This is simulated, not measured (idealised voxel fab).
Documented hereafter: the process module known as voxel quadruple lines.
The figure presents cross-section cut, which has a width of 245 nm and is divided into square cells with an edge length of 5 nm.
Bands, listed from the top down, are how a cross-section gets written in this document; the cross-section itself is a grid of square cells, and a band is one or more rows of them. Band entry format. Leading values: height of top, height of bottom, nm. Remainder: materials in left-to-right order, each with its width in nm. Special words: "everywhere" on a single material, which then fills the band edge to edge; "air", empty space. Zero point of the height axis is 0; under it, received wafer = one material. Lowest band: continues down indefinitely, "from 0 down". A width given as "30 to 40" starts at the first number in the band's top row and ends at the second number in its bottom row, shifting by an equal amount at every step from row to row. "changes: none", as given for a step, is the statement that not any cell of the cross-section underwent a change during that step. "Voids, sealed": empty spaces of 8 cells or more with no open way to the top, each given as width x height at distance, distance from the left edge, all in nm. The remark found on a step's line after its settings is issued by the simulator itself and pertains to that step. overlay nm: for a step with a mask, the amount by which the mask lay right of where it was planned; a negative amount means left of it.
# The following list gives the planned process steps
1. op RECEIVE | material Si
2. op CONFORMAL_DEP | material Al2O3 | thk nm 5
3. op DIRECTIONAL_DEP | material Ru | thk nm 10
4. op DIRECTIONAL_DEP | material polySi | thk nm 15
5. op DIRECTIONAL_DEP | material aC | thk nm 25
6. op PATTERN | tone cover | mask id MANDREL | material resist | width nm 35 | pitch nm 100 | thk nm 30 | overlay nm 0
7. op DIRECTIONAL_ETCH | etch materials aC | depth nm 25
8. op STRIP | etch materials resist
9. op CONFORMAL_DEP | material SiO2 | thk nm 15
10. op DIRECTIONAL_ETCH | etch materials SiO2 | depth nm 15
11. op STRIP | etch materials aC
12. op DIRECTIONAL_ETCH | etch materials polySi | depth nm 15
13. op STRIP | etch materials SiO2
14. op CONFORMAL_DEP | material SiN | thk nm 10
15. op DIRECTIONAL_ETCH | etch materials SiN | depth nm 10
16. op STRIP | etch materials polySi
17. op DIRECTIONAL_ETCH | etch materials Ru | depth nm 10
18. op STRIP | etch materials SiN
19. op FILL_DEP | material SiO2 | thk nm 5
20. op CMP | height nm 15
# Shown in cross-section is the wafer as received, that is, as it stands after step 1
	from 0 down  Si everywhere
	Voids, sealed: none
# Final wafer profile in cross-section after the module, from the same start and plan as above, with one mistake made during processing
	from 15 to 5  35 nm SiO2, then 10 nm Ru, then 10 nm SiO2, then 10 nm Ru, then 15 nm SiO2, then 10 nm Ru, then 10 nm SiO2, then 10 nm Ru, then 25 nm SiO2, then 10 nm Ru, then 10 nm SiO2, then 10 nm Ru, then 15 nm SiO2, then 10 nm Ru, then 10 nm SiO2, then 10 nm Ru, then 35 nm SiO2
	from 5 to 0  Al2O3 everywhere
	from 0 down  Si everywhere
	Voids, sealed: none
Deviation noted in wafer processing: heads up, step 9 didn't go per plan, it actually ran as op CONFORMAL_DEP | material SiO2 | thk nm 10
